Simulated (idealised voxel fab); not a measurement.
Process module, titled voxel transistor to metal
It is cross-section cut that appears here, measuring 140 nm in width, its square cells being 5 nm in size.
We lay out every cross-section as a grid of square cells and spell it out in bands from the top down, where one band means one or more rows of cells. The band entry comprises the height of the band's top followed by the height of its bottom, expressed in nm, and subsequently the band's materials from left to right, each stated together with its width in nm. Where a single material is marked with the word "edge to edge", that material fills the band from edge to edge. The word "empty" represents empty space. For the purposes of this specification, 0 denotes the height below which the wafer in its as-received condition is composed wholly of one material, and the lowermost band, lacking a lower limit, extends downward without end, as expressed in "0 -> down". With a width like "30..40", each row of cells in the band differs from the next by the same amount, the top row carrying the first number and the bottom row the second. Key: "no change occurred" - step with no changed cell in the cross-section. Entry "Cavities, closed" = empty spaces >= 8 cells with no open way to the top; each as width x height at distance, distance from left edge, all nm. It should be noted that, on the line of a given step, the content following the step's settings is a remark produced by the simulator itself with respect to that step. When a step includes a mask, the "overlay nm" setting on its line states how far to the right of its planned place that mask lay, and negative values state how far to the left. Quick note on how to read the rest: it's all pairs. You get the cross-section before a process step and the one after, but the after one only goes down as far as the lowest band that changed. The step in between, with its settings, sits under the pair. Heads up, the pairs can come from different runs of this module on the same starting wafer, so don't assume a pair picks up from the one above unless its "Pre-step section" entry says it does.
### Pre-step section
    40 -> 30 = Ru edge to edge
    30 -> 25 = 30 TiN, 5 Ru, 70 TiN, 5 Ru, 30 TiN
    25 -> 15 = 25 SiO2, 5 TiN, 5 Ru, 5 TiN, 60 SiO2, 5 TiN, 5 Ru, 5 TiN, 25 SiO2
    15 -> 10 = 25 SiO2, 15 TiN, 10 SiN, 5 HfO2, 5 TiN, 20 W, 5 TiN, 5 HfO2, 10 SiN, 15 TiN, 25 SiO2
    10 -> 5 = 25 SiO2, 15 nSi, 10 SiN, 5 HfO2, 5 TiN, 20 W, 5 TiN, 5 HfO2, 10 SiN, 15 nSi, 25 SiO2
    5 -> 0 = 20 SiO2, 10 SiN, 10 nSi, 10 SiN, 5 HfO2, 30 TiN, 5 HfO2, 10 SiN, 10 nSi, 10 SiN, 20 SiO2
    0 -> -5 = 30 SiO2, 10 nSi, 10 SiO2, 40 HfO2, 10 SiO2, 10 nSi, 30 SiO2
    -5 -> -20 = 20 SiO2, 10 Si, 10 nSi, 60 Si, 10 nSi, 10 Si, 20 SiO2
    -20 -> -35 = 20 SiO2, 100 Si, 20 SiO2
    -35 -> down = Si edge to edge
    Cavities, closed: none
### Step Result
    30 -> 25 = 30 TiN, 5 Ru, 70 TiN, 5 Ru, 30 TiN
    Heights below 25 show no change.
    Cavities, closed: none
Between the two cross-sections shown above lies CMP [height nm 30]
Pre-step section: refer to the pair immediately above; the cross-section shown after its step is the state before this one.
### Step Result
    35 -> 30 = TiN edge to edge
    Heights below 30 show no change.
    Cavities, closed: none
Between the two cross-sections shown above lies DIRECTIONAL_DEP [material TiN] [thk nm 5]
Pre-step section: refer to the pair immediately above; the cross-section shown after its step is the state before this one.
### Step Result
    60 -> 35 = Ru edge to edge
    Heights below 35 show no change.
    Cavities, closed: none
Between the two cross-sections shown above lies DIRECTIONAL_DEP [material Ru] [thk nm 25]
Pre-step section: refer to the pair immediately above; the cross-section shown after its step is the state before this one.
### Step Result
    60 -> 35 = 25 empty, 15 Ru, 60 empty, 15 Ru, 25 empty
    Heights below 35 show no change.
    Cavities, closed: none
Between the two cross-sections shown above lies MASKED_ETCH [tone cover] [mask id METAL_1] [width nm 15] [pitch nm 75] [etch materials Ru] [depth nm 25] [overlay nm 0]
Pre-step section: refer to the pair immediately above; the cross-section shown after its step is the state before this one.
### Step Result
    60 -> 35 = 25 empty, 15 Ru, 60 empty, 15 Ru, 25 empty
    35 -> 30 = 25 empty, 15 TiN, 60 empty, 15 TiN, 25 empty
    Heights below 30 show no change.
    Cavities, closed: none
Between the two cross-sections shown above lies MASKED_ETCH [tone cover] [mask id METAL_1] [width nm 15] [pitch nm 75] [etch materials TiN] [depth nm 5] [overlay nm 0]
Pre-step section: refer to the pair immediately above; the cross-section shown after its step is the state before this one.
### Step Result
    65 -> 60 = lowk edge to edge
    60 -> 35 = 25 lowk, 15 Ru, 60 lowk, 15 Ru, 25 lowk
    35 -> 30 = 25 lowk, 15 TiN, 60 lowk, 15 TiN, 25 lowk
    Heights below 30 show no change.
    Cavities, closed: none
Between the two cross-sections shown above lies FILL_DEP [material lowk] [thk nm 5]
Pre-step section: refer to the pair immediately above; the cross-section shown after its step is the state before this one.
### Step Result
    55 -> 35 = 25 lowk, 15 Ru, 60 lowk, 15 Ru, 25 lowk
    Heights below 35 show no change.
    Cavities, closed: none
Between the two cross-sections shown above lies CMP [height nm 55]
Pre-step section: refer to the pair immediately above; the cross-section shown after its step is the state before this one.
### Step Result
    60 -> 55 = SiCN edge to edge
    Heights below 55 show no change.
    Cavities, closed: none
Between the two cross-sections shown above lies CONFORMAL_DEP [material SiCN] [thk nm 5]
Pre-step section: refer to the pair immediately above; the cross-section shown after its step is the state before this one.
### Step Result
    90 -> 60 = SiO2 edge to edge
    Heights below 60 show no change.
    Cavities, closed: none
Between the two cross-sections shown above lies DIRECTIONAL_DEP [material SiO2] [thk nm 30]
Pre-step section: refer to the pair immediately above; the cross-section shown after its step is the state before this one.
### Step Result
    105 -> 90 = aC edge to edge
    Heights below 90 show no change.
    Cavities, closed: none
Between the two cross-sections shown above lies DIRECTIONAL_DEP [material aC] [thk nm 15]
Pre-step section: refer to the pair immediately above; the cross-section shown after its step is the state before this one.
### Step Result
    140 -> 105 = 25 resist, 15 empty, 60 resist, 15 empty, 25 resist
    Heights below 105 show no change.
    Cavities, closed: none
Between the two cross-sections shown above lies PATTERN [tone open] [mask id METAL_2] [material resist] [width nm 15] [pitch nm 75] [thk nm 35] [overlay nm 0]
Pre-step section: refer to the pair immediately above; the cross-section shown after its step is the state before this one.
### Step Result
    125 -> 105 = 25 resist, 15 empty, 60 resist, 15 empty, 25 resist
    105 -> 90 = 25 aC, 15 empty, 60 aC, 15 empty, 25 aC
    Heights below 90 show no change.
    Cavities, closed: none
Between the two cross-sections shown above lies DIRECTIONAL_ETCH [etch materials aC] [depth nm 15]
Pre-step section: refer to the pair immediately above; the cross-section shown after its step is the state before this one.
### Step Result
    105 -> 90 = 25 aC, 15 empty, 60 aC, 15 empty, 25 aC
    Heights below 90 show no change.
    Cavities, closed: none
Between the two cross-sections shown above lies STRIP [etch materials resist]
Pre-step section: refer to the pair immediately above; the cross-section shown after its step is the state before this one.
### Step Result
    105 -> 90 = 25 aC, 15 empty, 60 aC, 15 empty, 25 aC
    90 -> 75 = 25 SiO2, 15 empty, 60 SiO2, 15 empty, 25 SiO2
    Heights below 75 show no change.
    Cavities, closed: none
Between the two cross-sections shown above lies DIRECTIONAL_ETCH [etch materials SiO2] [depth nm 15]
Pre-step section: refer to the pair immediately above; the cross-section shown after its step is the state before this one.
### Step Result
    90 -> 75 = 25 SiO2, 15 empty, 60 SiO2, 15 empty, 25 SiO2
    Heights below 75 show no change.
    Cavities, closed: none
Between the two cross-sections shown above lies STRIP [etch materials aC]
Pre-step section: refer to the pair immediately above; the cross-section shown after its step is the state before this one.
### Step Result
    110 -> 90 = 25 resist, 15 empty, 60 resist, 15 empty, 25 resist
    Heights below 90 show no change.
    Cavities, closed: none
Between the two cross-sections shown above lies PATTERN [tone open] [mask id METAL_2_HOLES] [material resist] [width nm 15] [pitch nm 75] [thk nm 20] [overlay nm 0]
Pre-step section: refer to the pair immediately above; the cross-section shown after its step is the state before this one.
### Step Result
    110 -> 90 = 25 resist, 15 empty, 60 resist, 15 empty, 25 resist
    90 -> 60 = 25 SiO2, 15 empty, 60 SiO2, 15 empty, 25 SiO2
    Heights below 60 show no change.
    Cavities, closed: none
Between the two cross-sections shown above lies DIRECTIONAL_ETCH [etch materials SiO2] [depth nm 15]
Pre-step section: refer to the pair immediately above; the cross-section shown after its step is the state before this one.
### Step Result
    110 -> 90 = 25 resist, 15 empty, 60 resist, 15 empty, 25 resist
    90 -> 60 = 25 SiO2, 15 empty, 60 SiO2, 15 empty, 25 SiO2
    60 -> 55 = 25 SiCN, 15 empty, 60 SiCN, 15 empty, 25 SiCN
    Heights below 55 show no change.
    Cavities, closed: none
Between the two cross-sections shown above lies DIRECTIONAL_ETCH [etch materials SiCN] [depth nm 5]
Pre-step section: refer to the pair immediately above; the cross-section shown after its step is the state before this one.
### Step Result
    90 -> 60 = 25 SiO2, 15 empty, 60 SiO2, 15 empty, 25 SiO2
    Heights below 60 show no change.
    Cavities, closed: none
Between the two cross-sections shown above lies STRIP [etch materials resist]
Pre-step section: refer to the pair immediately above; the cross-section shown after its step is the state before this one.
### Step Result
    95 -> 90 = 30 TiN, 5 empty, 70 TiN, 5 empty, 30 TiN
    90 -> 60 = 25 SiO2, 5 TiN, 5 empty, 5 TiN, 60 SiO2, 5 TiN, 5 empty, 5 TiN, 25 SiO2
    60 -> 55 = 25 SiCN, 15 TiN, 60 SiCN, 15 TiN, 25 SiCN
    Heights below 55 show no change.
    Cavities, closed: none
Between the two cross-sections shown above lies CONFORMAL_DEP [material TiN] [thk nm 5]
Pre-step section: refer to the pair immediately above; the cross-section shown after its step is the state before this one.
### Step Result
    100 -> 95 = Cu edge to edge
    95 -> 90 = 30 TiN, 5 Cu, 70 TiN, 5 Cu, 30 TiN
    90 -> 60 = 25 SiO2, 5 TiN, 5 Cu, 5 TiN, 60 SiO2, 5 TiN, 5 Cu, 5 TiN, 25 SiO2
    Heights below 60 show no change.
    Cavities, closed: none
Between the two cross-sections shown above lies FILL_DEP [material Cu] [thk nm 5]
Pre-step section: refer to the pair immediately above; the cross-section shown after its step is the state before this one.
### Step Result
    90 -> 60 = 25 SiO2, 5 TiN, 5 Cu, 5 TiN, 60 SiO2, 5 TiN, 5 Cu, 5 TiN, 25 SiO2
    Heights below 60 show no change.
    Cavities, closed: none
Between the two cross-sections shown above lies CMP [height nm 90]
Pre-step section: refer to the pair immediately above; the cross-section shown after its step is the state before this one.
### Step Result
    95 -> 90 = SiN edge to edge
    Heights below 90 show no change.
    Cavities, closed: none
Between the two cross-sections shown above lies CONFORMAL_DEP [material SiN] [thk nm 5]
### Pre-step section
    55 -> 30 = 25 empty, 15 Ru, 60 empty, 15 Ru, 25 empty
    30 -> 25 = TiN edge to edge
    25 -> 15 = 25 SiO2, 5 TiN, 5 Ru, 5 TiN, 60 SiO2, 5 TiN, 5 Ru, 5 TiN, 25 SiO2
    15 -> 10 = 25 SiO2, 15 TiN, 10 SiN, 5 HfO2, 5 TiN, 20 W, 5 TiN, 5 HfO2, 10 SiN, 15 TiN, 25 SiO2
    10 -> 5 = 25 SiO2, 15 nSi, 10 SiN, 5 HfO2, 5 TiN, 20 W, 5 TiN, 5 HfO2, 10 SiN, 15 nSi, 25 SiO2
    5 -> 0 = 20 SiO2, 10 SiN, 10 nSi, 10 SiN, 5 HfO2, 30 TiN, 5 HfO2, 10 SiN, 10 nSi, 10 SiN, 20 SiO2
    0 -> -5 = 30 SiO2, 10 nSi, 10 SiO2, 40 HfO2, 10 SiO2, 10 nSi, 30 SiO2
    -5 -> -20 = 20 SiO2, 10 Si, 10 nSi, 60 Si, 10 nSi, 10 Si, 20 SiO2
    -20 -> -35 = 20 SiO2, 100 Si, 20 SiO2
    -35 -> down = Si edge to edge
    Cavities, closed: none
### Step Result
    55 -> 30 = 25 empty, 15 Ru, 60 empty, 15 Ru, 25 empty
    30 -> 25 = 20 empty, 25 TiN, 50 empty, 25 TiN, 20 empty
    Heights below 25 show no change.
    Cavities, closed: none
Between the two cross-sections shown above lies MASKED_ETCH [tone cover] [mask id METAL_1] [width nm 25] [pitch nm 75] [etch materials TiN] [depth nm 5] [overlay nm 0]
Pre-step section: refer to the pair immediately above; the cross-section shown after its step is the state before this one.
### Step Result
    60 -> 55 = lowk edge to edge
    55 -> 30 = 25 lowk, 15 Ru, 60 lowk, 15 Ru, 25 lowk
    30 -> 25 = 20 lowk, 25 TiN, 50 lowk, 25 TiN, 20 lowk
    Heights below 25 show no change.
    Cavities, closed: none
Between the two cross-sections shown above lies FILL_DEP [material lowk] [thk nm 5]
Pre-step section: refer to the pair immediately above; the cross-section shown after its step is the state before this one.
### Step Result
    55 -> 30 = 25 lowk, 15 Ru, 60 lowk, 15 Ru, 25 lowk
    Heights below 30 show no change.
    Cavities, closed: none
Between the two cross-sections shown above lies CMP [height nm 55]
Pre-step section: refer to the pair immediately above; the cross-section shown after its step is the state before this one.
### Step Result
    60 -> 55 = SiCN edge to edge
    Heights below 55 show no change.
    Cavities, closed: none
Between the two cross-sections shown above lies CONFORMAL_DEP [material SiCN] [thk nm 5]
Pre-step section: refer to the pair immediately above; the cross-section shown after its step is the state before this one.
### Step Result
    90 -> 60 = SiO2 edge to edge
    Heights below 60 show no change.
    Cavities, closed: none
Between the two cross-sections shown above lies DIRECTIONAL_DEP [material SiO2] [thk nm 30]
Pre-step section: refer to the pair immediately above; the cross-section shown after its step is the state before this one.
### Step Result
    105 -> 90 = aC edge to edge
    Heights below 90 show no change.
    Cavities, closed: none
Between the two cross-sections shown above lies DIRECTIONAL_DEP [material aC] [thk nm 15]
Pre-step section: refer to the pair immediately above; the cross-section shown after its step is the state before this one.
### Step Result
    140 -> 105 = 25 resist, 15 empty, 60 resist, 15 empty, 25 resist
    Heights below 105 show no change.
    Cavities, closed: none
Between the two cross-sections shown above lies PATTERN [tone open] [mask id METAL_2] [material resist] [width nm 15] [pitch nm 75] [thk nm 35] [overlay nm 0]
Pre-step section: refer to the pair immediately above; the cross-section shown after its step is the state before this one.
### Step Result
    125 -> 105 = 25 resist, 15 empty, 60 resist, 15 empty, 25 resist
    105 -> 90 = 25 aC, 15 empty, 60 aC, 15 empty, 25 aC
    Heights below 90 show no change.
    Cavities, closed: none
Between the two cross-sections shown above lies DIRECTIONAL_ETCH [etch materials aC] [depth nm 15]
Pre-step section: refer to the pair immediately above; the cross-section shown after its step is the state before this one.
### Step Result
    105 -> 90 = 25 aC, 15 empty, 60 aC, 15 empty, 25 aC
    Heights below 90 show no change.
    Cavities, closed: none
Between the two cross-sections shown above lies STRIP [etch materials resist]
Pre-step section: refer to the pair immediately above; the cross-section shown after its step is the state before this one.
### Step Result
    105 -> 90 = 25 aC, 15 empty, 60 aC, 15 empty, 25 aC
    90 -> 75 = 25 SiO2, 15 empty, 60 SiO2, 15 empty, 25 SiO2
    Heights below 75 show no change.
    Cavities, closed: none
Between the two cross-sections shown above lies DIRECTIONAL_ETCH [etch materials SiO2] [depth nm 15]
Pre-step section: refer to the pair immediately above; the cross-section shown after its step is the state before this one.
### Step Result
    90 -> 75 = 25 SiO2, 15 empty, 60 SiO2, 15 empty, 25 SiO2
    Heights below 75 show no change.
    Cavities, closed: none
Between the two cross-sections shown above lies STRIP [etch materials aC]
Pre-step section: refer to the pair immediately above; the cross-section shown after its step is the state before this one.
### Step Result
    110 -> 90 = 25 resist, 15 empty, 60 resist, 15 empty, 25 resist
    Heights below 90 show no change.
    Cavities, closed: none
Between the two cross-sections shown above lies PATTERN [tone open] [mask id METAL_2_HOLES] [material resist] [width nm 15] [pitch nm 75] [thk nm 20] [overlay nm 0]
Pre-step section: refer to the pair immediately above; the cross-section shown after its step is the state before this one.
### Step Result
    110 -> 90 = 25 resist, 15 empty, 60 resist, 15 empty, 25 resist
    90 -> 60 = 25 SiO2, 15 empty, 60 SiO2, 15 empty, 25 SiO2
    Heights below 60 show no change.
    Cavities, closed: none
Between the two cross-sections shown above lies DIRECTIONAL_ETCH [etch materials SiO2] [depth nm 15]
Pre-step section: refer to the pair immediately above; the cross-section shown after its step is the state before this one.
### Step Result
    110 -> 90 = 25 resist, 15 empty, 60 resist, 15 empty, 25 resist
    90 -> 60 = 25 SiO2, 15 empty, 60 SiO2, 15 empty, 25 SiO2
    60 -> 55 = 25 SiCN, 15 empty, 60 SiCN, 15 empty, 25 SiCN
    Heights below 55 show no change.
    Cavities, closed: none
Between the two cross-sections shown above lies DIRECTIONAL_ETCH [etch materials SiCN] [depth nm 5]
Pre-step section: refer to the pair immediately above; the cross-section shown after its step is the state before this one.
### Step Result
    90 -> 60 = 25 SiO2, 15 empty, 60 SiO2, 15 empty, 25 SiO2
    Heights below 60 show no change.
    Cavities, closed: none
Between the two cross-sections shown above lies STRIP [etch materials resist]
Pre-step section: refer to the pair immediately above; the cross-section shown after its step is the state before this one.
### Step Result
    95 -> 90 = 30 TiN, 5 empty, 70 TiN, 5 empty, 30 TiN
    90 -> 60 = 25 SiO2, 5 TiN, 5 empty, 5 TiN, 60 SiO2, 5 TiN, 5 empty, 5 TiN, 25 SiO2
    60 -> 55 = 25 SiCN, 15 TiN, 60 SiCN, 15 TiN, 25 SiCN
    Heights below 55 show no change.
    Cavities, closed: none
Between the two cross-sections shown above lies CONFORMAL_DEP [material TiN] [thk nm 5]
Pre-step section: refer to the pair immediately above; the cross-section shown after its step is the state before this one.
### Step Result
    100 -> 95 = Cu edge to edge
    95 -> 90 = 30 TiN, 5 Cu, 70 TiN, 5 Cu, 30 TiN
    90 -> 60 = 25 SiO2, 5 TiN, 5 Cu, 5 TiN, 60 SiO2, 5 TiN, 5 Cu, 5 TiN, 25 SiO2
    Heights below 60 show no change.
    Cavities, closed: none
Between the two cross-sections shown above lies FILL_DEP [material Cu] [thk nm 5]
Pre-step section: refer to the pair immediately above; the cross-section shown after its step is the state before this one.
### Step Result
    90 -> 60 = 25 SiO2, 5 TiN, 5 Cu, 5 TiN, 60 SiO2, 5 TiN, 5 Cu, 5 TiN, 25 SiO2
    Heights below 60 show no change.
    Cavities, closed: none
Between the two cross-sections shown above lies CMP [height nm 90]
Pre-step section: refer to the pair immediately above; the cross-section shown after its step is the state before this one.
### Step Result
    95 -> 90 = SiN edge to edge
    Heights below 90 show no change.
    Cavities, closed: none
Between the two cross-sections shown above lies CONFORMAL_DEP [material SiN] [thk nm 5]
### Pre-step section
    15 -> 5 = SiN edge to edge
    5 -> 0 = SiO2 edge to edge
    0 -> down = Si edge to edge
    Cavities, closed: none
### Step Result
    30 -> 15 = 15 empty, 100 resist, 25 empty
    Heights below 15 show no change.
    Cavities, closed: none
Between the two cross-sections shown above lies PATTERN [tone cover] [mask id ACTIVE] [material resist] [width nm 100] [thk nm 15] [overlay nm -5]
Pre-step section: refer to the pair immediately above; the cross-section shown after its step is the state before this one.
### Step Result
    30 -> 15 = 15 empty, 100 resist, 25 empty
    15 -> 5 = 15 empty, 100 SiN, 25 empty
    Heights below 5 show no change.
    Cavities, closed: none
Between the two cross-sections shown above lies DIRECTIONAL_ETCH [etch materials SiN] [depth nm 10]
Pre-step section: refer to the pair immediately above; the cross-section shown after its step is the state before this one.
### Step Result
    30 -> 15 = 15 empty, 100 resist, 25 empty
    15 -> 5 = 15 empty, 100 SiN, 25 empty
    5 -> 0 = 15 empty, 100 SiO2, 25 empty
    Heights below 0 show no change.
    Cavities, closed: none
Between the two cross-sections shown above lies DIRECTIONAL_ETCH [etch materials SiO2] [depth nm 5]
Pre-step section: refer to the pair immediately above; the cross-section shown after its step is the state before this one.
### Step Result
    30 -> 15 = 15 empty, 100 resist, 25 empty
    15 -> 5 = 15 empty, 100 SiN, 25 empty
    5 -> 0 = 15 empty, 100 SiO2, 25 empty
    0 -> -35 = 15 empty, 100 Si, 25 empty
    Heights below -35 show no change.
    Cavities, closed: none
Between the two cross-sections shown above lies DIRECTIONAL_ETCH [etch materials Si] [depth nm 35]
Pre-step section: refer to the pair immediately above; the cross-section shown after its step is the state before this one.
### Step Result
    15 -> 5 = 15 empty, 100 SiN, 25 empty
    Heights below 5 show no change.
    Cavities, closed: none
Between the two cross-sections shown above lies STRIP [etch materials resist]
Pre-step section: refer to the pair immediately above; the cross-section shown after its step is the state before this one.
### Step Result
    25 -> 15 = SiO2 edge to edge
    15 -> 5 = 15 SiO2, 100 SiN, 25 SiO2
    5 -> 0 = SiO2 edge to edge
    0 -> -35 = 15 SiO2, 100 Si, 25 SiO2
    Heights below -35 show no change.
    Cavities, closed: none
Between the two cross-sections shown above lies FILL_DEP [material SiO2] [thk nm 10]
Pre-step section: refer to the pair immediately above; the cross-section shown after its step is the state before this one.
### Step Result
    15 -> 5 = 15 SiO2, 100 SiN, 25 SiO2
    Heights below 5 show no change.
    Cavities, closed: none
Between the two cross-sections shown above lies CMP [height nm 15]
Pre-step section: refer to the pair immediately above; the cross-section shown after its step is the state before this one.
### Step Result
    15 -> 10 = 15 empty, 100 SiN, 25 empty
    Heights below 10 show no change.
    Cavities, closed: none
Between the two cross-sections shown above lies SELECTIVE_ETCH [etch materials SiO2] [depth nm 5]
Pre-step section: refer to the pair immediately above; the cross-section shown after its step is the state before this one.
### Step Result
    10 -> 5 = 15 SiO2, 100 empty, 25 SiO2
    Heights below 5 show no change.
    Cavities, closed: none
Between the two cross-sections shown above lies STRIP [etch materials SiN]
Pre-step section: refer to the pair immediately above; the cross-section shown after its step is the state before this one.
### Step Result
    5 -> 0 = 10 SiO2, 110 empty, 20 SiO2
    Heights below 0 show no change.
    Cavities, closed: none
Between the two cross-sections shown above lies SELECTIVE_ETCH [etch materials SiO2] [depth nm 5]
Pre-step section: refer to the pair immediately above; the cross-section shown after its step is the state before this one.
### Step Result
    5 -> 0 = 10 SiO2, 110 empty, 20 SiO2
    0 -> -5 = SiO2 edge to edge
    Heights below -5 show no change.
    Cavities, closed: none
Between the two cross-sections shown above lies OXIDIZE [depth nm 5]
Pre-step section: refer to the pair immediately above; the cross-section shown after its step is the state before this one.
### Step Result
    25 -> 20 = 10 polySi, 110 empty, 20 polySi
    20 -> 5 = polySi edge to edge
    5 -> 0 = 10 SiO2, 110 polySi, 20 SiO2
    Heights below 0 show no change.
    Cavities, closed: none
Between the two cross-sections shown above lies DIRECTIONAL_DEP [material polySi] [thk nm 20]
Pre-step section: refer to the pair immediately above; the cross-section shown after its step is the state before this one.
### Step Result
    35 -> 30 = 10 SiCN, 110 empty, 20 SiCN
    30 -> 25 = SiCN edge to edge
    25 -> 20 = 10 polySi, 110 SiCN, 20 polySi
    Heights below 20 show no change.
    Cavities, closed: none
Between the two cross-sections shown above lies DIRECTIONAL_DEP [material SiCN] [thk nm 10]
Pre-step section: refer to the pair immediately above; the cross-section shown after its step is the state before this one.
### Step Result
    55 -> 35 = 55 empty, 30 resist, 55 empty
    35 -> 30 = 10 SiCN, 45 empty, 30 resist, 35 empty, 20 SiCN
    Heights below 30 show no change.
    Cavities, closed: none
Between the two cross-sections shown above lies PATTERN [tone cover] [mask id GATE] [material resist] [width nm 30] [thk nm 20] [overlay nm 0]
Pre-step section: refer to the pair immediately above; the cross-section shown after its step is the state before this one.
### Step Result
    55 -> 30 = 55 empty, 30 resist, 55 empty
    30 -> 25 = 55 empty, 30 SiCN, 55 empty
    25 -> 20 = 10 polySi, 45 empty, 30 SiCN, 35 empty, 20 polySi
    Heights below 20 show no change.
    Cavities, closed: none
Between the two cross-sections shown above lies DIRECTIONAL_ETCH [etch materials SiCN] [depth nm 20]
Pre-step section: refer to the pair immediately above; the cross-section shown after its step is the state before this one.
### Step Result
    55 -> 30 = 55 empty, 30 resist, 55 empty
    30 -> 20 = 55 empty, 30 SiCN, 55 empty
    20 -> 5 = 55 empty, 30 polySi, 55 empty
    5 -> 0 = 10 SiO2, 45 empty, 30 polySi, 35 empty, 20 SiO2
    Heights below 0 show no change.
    Cavities, closed: none
Between the two cross-sections shown above lies DIRECTIONAL_ETCH [etch materials polySi] [depth nm 30]
Pre-step section: refer to the pair immediately above; the cross-section shown after its step is the state before this one.
### Step Result
    30 -> 20 = 55 empty, 30 SiCN, 55 empty
    Heights below 20 show no change.
    Cavities, closed: none
Between the two cross-sections shown above lies STRIP [etch materials resist]
Pre-step section: refer to the pair immediately above; the cross-section shown after its step is the state before this one.
### Step Result
    35 -> 30 = 50 empty, 40 SiO2, 50 empty
    30 -> 20 = 50 empty, 5 SiO2, 30 SiCN, 5 SiO2, 50 empty
    20 -> 10 = 50 empty, 5 SiO2, 30 polySi, 5 SiO2, 50 empty
    10 -> 5 = 15 SiO2, 35 empty, 5 SiO2, 30 polySi, 5 SiO2, 25 empty, 25 SiO2
    5 -> 0 = 55 SiO2, 30 polySi, 55 SiO2
    Heights below 0 show no change.
    Cavities, closed: none
Between the two cross-sections shown above lies CONFORMAL_DEP [material SiO2] [thk nm 5]
Pre-step section: refer to the pair immediately above; the cross-section shown after its step is the state before this one.
### Step Result
    30 -> 20 = 50 empty, 5 SiO2, 30 SiCN, 5 SiO2, 50 empty
    20 -> 5 = 50 empty, 5 SiO2, 30 polySi, 5 SiO2, 50 empty
    5 -> 0 = 15 SiO2, 35 empty, 5 SiO2, 30 polySi, 5 SiO2, 25 empty, 25 SiO2
    Heights below 0 show no change.
    Cavities, closed: none
Between the two cross-sections shown above lies DIRECTIONAL_ETCH [etch materials SiO2] [depth nm 5]
Pre-step section: refer to the pair immediately above; the cross-section shown after its step is the state before this one.
### Step Result
    40 -> 30 = 40 empty, 60 SiN, 40 empty
    30 -> 20 = 40 empty, 10 SiN, 5 SiO2, 30 SiCN, 5 SiO2, 10 SiN, 40 empty
    20 -> 15 = 40 empty, 10 SiN, 5 SiO2, 30 polySi, 5 SiO2, 10 SiN, 40 empty
    15 -> 10 = 25 SiN, 15 empty, 10 SiN, 5 SiO2, 30 polySi, 5 SiO2, 10 SiN, 5 empty, 35 SiN
    10 -> 5 = 50 SiN, 5 SiO2, 30 polySi, 5 SiO2, 50 SiN
    5 -> 0 = 15 SiO2, 35 SiN, 5 SiO2, 30 polySi, 5 SiO2, 25 SiN, 25 SiO2
    Heights below 0 show no change.
    Cavities, closed: none
Between the two cross-sections shown above lies CONFORMAL_DEP [material SiN] [thk nm 10]
Pre-step section: refer to the pair immediately above; the cross-section shown after its step is the state before this one.
### Step Result
    30 -> 20 = 40 empty, 10 SiN, 5 SiO2, 30 SiCN, 5 SiO2, 10 SiN, 40 empty
    20 -> 5 = 40 empty, 10 SiN, 5 SiO2, 30 polySi, 5 SiO2, 10 SiN, 40 empty
    5 -> 0 = 15 SiO2, 10 SiN, 15 empty, 10 SiN, 5 SiO2, 30 polySi, 5 SiO2, 10 SiN, 5 empty, 10 SiN, 25 SiO2
    Heights below 0 show no change.
    Cavities, closed: none
Between the two cross-sections shown above lies DIRECTIONAL_ETCH [etch materials SiN] [depth nm 10]
Pre-step section: refer to the pair immediately above; the cross-section shown after its step is the state before this one.
### Step Result
    30 -> 25 = 40 empty, 10 SiN, 5 empty, 30 SiCN, 5 empty, 10 SiN, 40 empty
    25 -> 20 = 40 empty, 10 SiN, 5 SiO2, 30 SiCN, 5 SiO2, 10 SiN, 40 empty
    20 -> 5 = 40 empty, 10 SiN, 5 SiO2, 30 polySi, 5 SiO2, 10 SiN, 40 empty
    5 -> 0 = 15 empty, 10 SiN, 15 empty, 10 SiN, 5 SiO2, 30 polySi, 5 SiO2, 10 SiN, 5 empty, 10 SiN, 25 empty
    0 -> -5 = 25 SiO2, 15 empty, 60 SiO2, 5 empty, 35 SiO2
    Heights below -5 show no change.
    Cavities, closed: none
Between the two cross-sections shown above lies DIRECTIONAL_ETCH [etch materials SiO2] [depth nm 5]
Pre-step section: refer to the pair immediately above; the cross-section shown after its step is the state before this one.
### Step Result
    30 -> 25 = 40 empty, 10 SiN, 5 empty, 30 SiCN, 5 empty, 10 SiN, 40 empty
    25 -> 20 = 40 empty, 10 SiN, 5 SiO2, 30 SiCN, 5 SiO2, 10 SiN, 40 empty
    20 -> 5 = 40 empty, 10 SiN, 5 SiO2, 30 polySi, 5 SiO2, 10 SiN, 40 empty
    5 -> 0 = 15 empty, 10 SiN, 15 empty, 10 SiN, 5 SiO2, 30 polySi, 5 SiO2, 10 SiN, 5 empty, 10 SiN, 25 empty
    0 -> -5 = 25 SiO2, 15 empty, 60 SiO2, 5 empty, 35 SiO2
    -5 -> -20 = 15 SiO2, 10 Si, 15 empty, 60 Si, 5 empty, 10 Si, 25 SiO2
    Heights below -20 show no change.
    Cavities, closed: none
Between the two cross-sections shown above lies DIRECTIONAL_ETCH [etch materials Si] [depth nm 15]
Pre-step section: refer to the pair immediately above; the cross-section shown after its step is the state before this one.
### Step Result
    30 -> 25 = 40 empty, 10 SiN, 5 empty, 30 SiCN, 5 empty, 10 SiN, 40 empty
    25 -> 20 = 40 empty, 10 SiN, 5 SiO2, 30 SiCN, 5 SiO2, 10 SiN, 40 empty
    20 -> 10 = 40 empty, 10 SiN, 5 SiO2, 30 polySi, 5 SiO2, 10 SiN, 40 empty
    10 -> 5 = 20 empty, 20 nSi, 10 SiN, 5 SiO2, 30 polySi, 5 SiO2, 10 SiN, 10 nSi, 30 empty
    5 -> 0 = 15 empty, 10 SiN, 15 nSi, 10 SiN, 5 SiO2, 30 polySi, 5 SiO2, 10 SiN, 5 nSi, 10 SiN, 25 empty
    0 -> -5 = 25 SiO2, 15 nSi, 60 SiO2, 5 nSi, 35 SiO2
    -5 -> -20 = 15 SiO2, 10 Si, 15 nSi, 60 Si, 5 nSi, 10 Si, 25 SiO2
    Heights below -20 show no change.
    Cavities, closed: none
Between the two cross-sections shown above lies EPI [material nSi] [thk nm 15]
Pre-step section: refer to the pair immediately above; the cross-section shown after its step is the state before this one.
### Step Result
    40 -> 30 = SiO2 edge to edge
    30 -> 20 = 40 SiO2, 10 SiN, 5 SiO2, 30 SiCN, 5 SiO2, 10 SiN, 40 SiO2
    20 -> 10 = 40 SiO2, 10 SiN, 5 SiO2, 30 polySi, 5 SiO2, 10 SiN, 40 SiO2
    10 -> 5 = 20 SiO2, 20 nSi, 10 SiN, 5 SiO2, 30 polySi, 5 SiO2, 10 SiN, 10 nSi, 30 SiO2
    5 -> 0 = 15 SiO2, 10 SiN, 15 nSi, 10 SiN, 5 SiO2, 30 polySi, 5 SiO2, 10 SiN, 5 nSi, 10 SiN, 25 SiO2
    Heights below 0 show no change.
    Cavities, closed: none
Between the two cross-sections shown above lies FILL_DEP [material SiO2] [thk nm 10]
Pre-step section: refer to the pair immediately above; the cross-section shown after its step is the state before this one.
### Step Result
    20 -> 10 = 40 SiO2, 10 SiN, 5 SiO2, 30 polySi, 5 SiO2, 10 SiN, 40 SiO2
    Heights below 10 show no change.
    Cavities, closed: none
Between the two cross-sections shown above lies CMP [height nm 20]
